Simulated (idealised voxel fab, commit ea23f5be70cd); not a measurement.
You're looking at the process module voxel self aligned contacts.
This is section cut - it's 255 nm across, gridded in 5 nm square cells.
Notation: cross-section as square-cell grid; stated in bands, top first, going down; one or more cell rows per band.
Heights first: top, then bottom, in nm. Then materials, left to right, each with a width in nm. "throughout" on a single material: fills the band edge to edge. "empty": empty space.
The level at which height equals 0 is the one under which the wafer, as it arrives, is entirely one material. No lower edge exists for the bottom band, which continues downward and is notated as in "0 nm and below".
A width given as "30..40" starts at the first number in the band's top row and ends at the second number in its bottom row, shifting by an equal amount at every step from row to row.
Basically "same as before" means that step didn't change any cell in the cross-section.
Empty spaces without an open route to the top, at least 8 cells in extent, make up the entry "Sealed cavities"; each is given as width x height at distance, where the distance is measured from the left edge, and all are in nm.
Where a step's line continues beyond its settings, the continuation is a remark by the simulator itself on that step.
The setting "overlay nm" may be written on the line of a step. When the step uses a mask, the value reports how far to the right of the planned place the mask lay, and a negative value reports that it lay to the left.

-- Below is the list of planned process steps
1. RECEIVE | material Si
2. OXIDIZE | depth nm 5
3. DIRECTIONAL_DEP | material polySi | thk nm 25
4. DIRECTIONAL_DEP | material SiN | thk nm 20
5. MASKED_ETCH | tone cover | mask id GATE | width nm 35 | pitch nm 70 | etch materials SiN | depth nm 20 | overlay nm 0
6. MASKED_ETCH | tone cover | mask id GATE | width nm 35 | pitch nm 70 | etch materials polySi | depth nm 25 | overlay nm 0
7. CONFORMAL_DEP | material SiN | thk nm 5
8. DIRECTIONAL_ETCH | etch materials SiN | depth nm 5
9. FILL_DEP | material SiO2 | thk nm 10
10. CMP | height nm 50
11. DIRECTIONAL_DEP | material aC | thk nm 10
12. PATTERN | tone open | mask id CONTACT | material resist | width nm 45 | thk nm 30 | overlay nm 0
13. DIRECTIONAL_ETCH | etch materials aC | depth nm 10
14. STRIP | etch materials resist
15. DIRECTIONAL_ETCH | etch materials SiO2 | depth nm 55
16. STRIP | etch materials aC
17. CONFORMAL_DEP | material TiN | thk nm 5
18. FILL_DEP | material W | thk nm 5
19. CMP | height nm 50
20. CONFORMAL_DEP | material SiCN | thk nm 5

-- first wafer, as planned

-- Delivered wafer in cross-section: state after step 1
    0 nm and below | Si throughout
    Sealed cavities: none

-- Take a look at the wafer's cross-section after step 2
    0 nm to -5 nm | SiO2 throughout
    Below -5 it's all the same as before, nothing changed down there.

-- Take a look at the wafer's cross-section after step 3
    25 nm to 0 nm | polySi throughout
    Below 0 it's all the same as before, nothing changed down there.

-- Take a look at the wafer's cross-section after step 4
    45 nm to 25 nm | SiN throughout
    Below 25 it's all the same as before, nothing changed down there.

-- Take a look at the wafer's cross-section after step 5
    45 nm to 25 nm | empty (75) | SiN (35) | empty (35) | SiN (35) | empty (75)
    Below 25 it's all the same as before, nothing changed down there.

-- Take a look at the wafer's cross-section after step 6
    45 nm to 25 nm | empty (75) | SiN (35) | empty (35) | SiN (35) | empty (75)
    25 nm to 0 nm | empty (75) | polySi (35) | empty (35) | polySi (35) | empty (75)
    Below 0 it's all the same as before, nothing changed down there.

-- Take a look at the wafer's cross-section after step 7
    50 nm to 25 nm | empty (70) | SiN (45) | empty (25) | SiN (45) | empty (70)
    25 nm to 5 nm | empty (70) | SiN (5) | polySi (35) | SiN (5) | empty (25) | SiN (5) | polySi (35) | SiN (5) | empty (70)
    5 nm to 0 nm | SiN (75) | polySi (35) | SiN (35) | polySi (35) | SiN (75)
    Below 0 it's all the same as before, nothing changed down there.

-- Take a look at the wafer's cross-section after step 8
    45 nm to 25 nm | empty (70) | SiN (45) | empty (25) | SiN (45) | empty (70)
    25 nm to 0 nm | empty (70) | SiN (5) | polySi (35) | SiN (5) | empty (25) | SiN (5) | polySi (35) | SiN (5) | empty (70)
    Below 0 it's all the same as before, nothing changed down there.

-- Take a look at the wafer's cross-section after step 9
    55 nm to 45 nm | SiO2 throughout
    45 nm to 25 nm | SiO2 (70) | SiN (45) | SiO2 (25) | SiN (45) | SiO2 (70)
    25 nm to 0 nm | SiO2 (70) | SiN (5) | polySi (35) | SiN (5) | SiO2 (25) | SiN (5) | polySi (35) | SiN (5) | SiO2 (70)
    Below 0 it's all the same as before, nothing changed down there.

-- Take a look at the wafer's cross-section after step 10
    50 nm to 45 nm | SiO2 throughout
    Below 45 it's all the same as before, nothing changed down there.

-- Take a look at the wafer's cross-section after step 11
    60 nm to 50 nm | aC throughout
    Below 50 it's all the same as before, nothing changed down there.

-- Take a look at the wafer's cross-section after step 12
    90 nm to 60 nm | resist (105) | empty (45) | resist (105)
    Below 60 it's all the same as before, nothing changed down there.

-- Take a look at the wafer's cross-section after step 13
    80 nm to 60 nm | resist (105) | empty (45) | resist (105)
    60 nm to 50 nm | aC (105) | empty (45) | aC (105)
    Below 50 it's all the same as before, nothing changed down there.

-- Take a look at the wafer's cross-section after step 14
    60 nm to 50 nm | aC (105) | empty (45) | aC (105)
    Below 50 it's all the same as before, nothing changed down there.

-- Take a look at the wafer's cross-section after step 15
    60 nm to 50 nm | aC (105) | empty (45) | aC (105)
    50 nm to 45 nm | SiO2 (105) | empty (45) | SiO2 (105)
    45 nm to 25 nm | SiO2 (70) | SiN (45) | empty (25) | SiN (45) | SiO2 (70)
    25 nm to 0 nm | SiO2 (70) | SiN (5) | polySi (35) | SiN (5) | empty (25) | SiN (5) | polySi (35) | SiN (5) | SiO2 (70)
    0 nm to -5 nm | SiO2 (115) | empty (25) | SiO2 (115)
    Below -5 it's all the same as before, nothing changed down there.

-- Take a look at the wafer's cross-section after step 16
    50 nm to 45 nm | SiO2 (105) | empty (45) | SiO2 (105)
    Below 45 it's all the same as before, nothing changed down there.

-- Take a look at the wafer's cross-section after step 17
    55 nm to 50 nm | TiN (110) | empty (35) | TiN (110)
    50 nm to 45 nm | SiO2 (105) | TiN (15) | empty (15) | TiN (15) | SiO2 (105)
    45 nm to 25 nm | SiO2 (70) | SiN (45) | TiN (5) | empty (15) | TiN (5) | SiN (45) | SiO2 (70)
    25 nm to 0 nm | SiO2 (70) | SiN (5) | polySi (35) | SiN (5) | TiN (5) | empty (15) | TiN (5) | SiN (5) | polySi (35) | SiN (5) | SiO2 (70)
    0 nm to -5 nm | SiO2 (115) | TiN (25) | SiO2 (115)
    Below -5 it's all the same as before, nothing changed down there.

-- Take a look at the wafer's cross-section after step 18
    60 nm to 55 nm | W throughout
    55 nm to 50 nm | TiN (110) | W (35) | TiN (110)
    50 nm to 45 nm | SiO2 (105) | TiN (15) | W (15) | TiN (15) | SiO2 (105)
    45 nm to 25 nm | SiO2 (70) | SiN (45) | TiN (5) | W (15) | TiN (5) | SiN (45) | SiO2 (70)
    25 nm to 0 nm | SiO2 (70) | SiN (5) | polySi (35) | SiN (5) | TiN (5) | W (15) | TiN (5) | SiN (5) | polySi (35) | SiN (5) | SiO2 (70)
    Below 0 it's all the same as before, nothing changed down there.

-- Take a look at the wafer's cross-section after step 19
    50 nm to 45 nm | SiO2 (105) | TiN (15) | W (15) | TiN (15) | SiO2 (105)
    Below 45 it's all the same as before, nothing changed down there.

-- Take a look at the wafer's cross-section after step 20
    55 nm to 50 nm | SiCN throughout
    Below 50 it's all the same as before, nothing changed down there.

-- Regarding the second of the two wafers: it shared the first wafer's starting condition and process plan, yet one error occurred during its execution. Its history coincides with that of the first wafer up to and including step 1

-- The second wafer in cross-section, at the planned close of step 2
    25 nm to 0 nm | polySi throughout
    Below 0 it's all the same as before, nothing changed down there.

-- The second wafer in cross-section, at the planned close of step 3
    25 nm to 20 nm | SiO2 throughout
    Below 20 it's all the same as before, nothing changed down there.

-- The second wafer in cross-section, at the planned close of step 4
    45 nm to 25 nm | SiN throughout
    Below 25 it's all the same as before, nothing changed down there.

-- The second wafer in cross-section, at the planned close of step 5
    45 nm to 25 nm | empty (75) | SiN (35) | empty (35) | SiN (35) | empty (75)
    Below 25 it's all the same as before, nothing changed down there.

The second wafer in cross-section, at the planned close of step 6: same as before

-- The second wafer in cross-section, at the planned close of step 7
    50 nm to 30 nm | empty (70) | SiN (45) | empty (25) | SiN (45) | empty (70)
    30 nm to 25 nm | SiN throughout
    Below 25 it's all the same as before, nothing changed down there.

-- The second wafer in cross-section, at the planned close of step 8
    45 nm to 25 nm | empty (70) | SiN (45) | empty (25) | SiN (45) | empty (70)
    Below 25 it's all the same as before, nothing changed down there.

-- The second wafer in cross-section, at the planned close of step 9
    55 nm to 45 nm | SiO2 throughout
    45 nm to 25 nm | SiO2 (70) | SiN (45) | SiO2 (25) | SiN (45) | SiO2 (70)
    Below 25 it's all the same as before, nothing changed down there.

-- The second wafer in cross-section, at the planned close of step 10
    50 nm to 45 nm | SiO2 throughout
    Below 45 it's all the same as before, nothing changed down there.

-- The second wafer in cross-section, at the planned close of step 11
    60 nm to 50 nm | aC throughout
    Below 50 it's all the same as before, nothing changed down there.

-- The second wafer in cross-section, at the planned close of step 12
    90 nm to 60 nm | resist (105) | empty (45) | resist (105)
    Below 60 it's all the same as before, nothing changed down there.

-- The second wafer in cross-section, at the planned close of step 13
    80 nm to 60 nm | resist (105) | empty (45) | resist (105)
    60 nm to 50 nm | aC (105) | empty (45) | aC (105)
    Below 50 it's all the same as before, nothing changed down there.

-- The second wafer in cross-section, at the planned close of step 14
    60 nm to 50 nm | aC (105) | empty (45) | aC (105)
    Below 50 it's all the same as before, nothing changed down there.

-- The second wafer in cross-section, at the planned close of step 15
    60 nm to 50 nm | aC (105) | empty (45) | aC (105)
    50 nm to 45 nm | SiO2 (105) | empty (45) | SiO2 (105)
    45 nm to 25 nm | SiO2 (70) | SiN (45) | empty (25) | SiN (45) | SiO2 (70)
    25 nm to 20 nm | SiO2 (115) | empty (25) | SiO2 (115)
    Below 20 it's all the same as before, nothing changed down there.

-- The second wafer in cross-section, at the planned close of step 16
    50 nm to 45 nm | SiO2 (105) | empty (45) | SiO2 (105)
    Below 45 it's all the same as before, nothing changed down there.

-- The second wafer in cross-section, at the planned close of step 17
    55 nm to 50 nm | TiN (110) | empty (35) | TiN (110)
    50 nm to 45 nm | SiO2 (105) | TiN (15) | empty (15) | TiN (15) | SiO2 (105)
    45 nm to 25 nm | SiO2 (70) | SiN (45) | TiN (5) | empty (15) | TiN (5) | SiN (45) | SiO2 (70)
    25 nm to 20 nm | SiO2 (115) | TiN (25) | SiO2 (115)
    Below 20 it's all the same as before, nothing changed down there.

-- The second wafer in cross-section, at the planned close of step 18
    60 nm to 55 nm | W throughout
    55 nm to 50 nm | TiN (110) | W (35) | TiN (110)
    50 nm to 45 nm | SiO2 (105) | TiN (15) | W (15) | TiN (15) | SiO2 (105)
    45 nm to 25 nm | SiO2 (70) | SiN (45) | TiN (5) | W (15) | TiN (5) | SiN (45) | SiO2 (70)
    Below 25 it's all the same as before, nothing changed down there.

-- The second wafer in cross-section, at the planned close of step 19
    50 nm to 45 nm | SiO2 (105) | TiN (15) | W (15) | TiN (15) | SiO2 (105)
    Below 45 it's all the same as before, nothing changed down there.

-- The second wafer in cross-section, at the planned close of step 20
    55 nm to 50 nm | SiCN throughout
    Below 50 it's all the same as before, nothing changed down there.
Nonconformance to the process plan: a sequencing error occurred in which plan steps 2 and 3 were transposed
It is noted that, at the conclusion of processing, the second wafer exhibits a higher or lower cell count for certain materials relative to the first: +51 Si, -20 SiN, -140 SiO2, -10 TiN, -15 W, +134 polySi
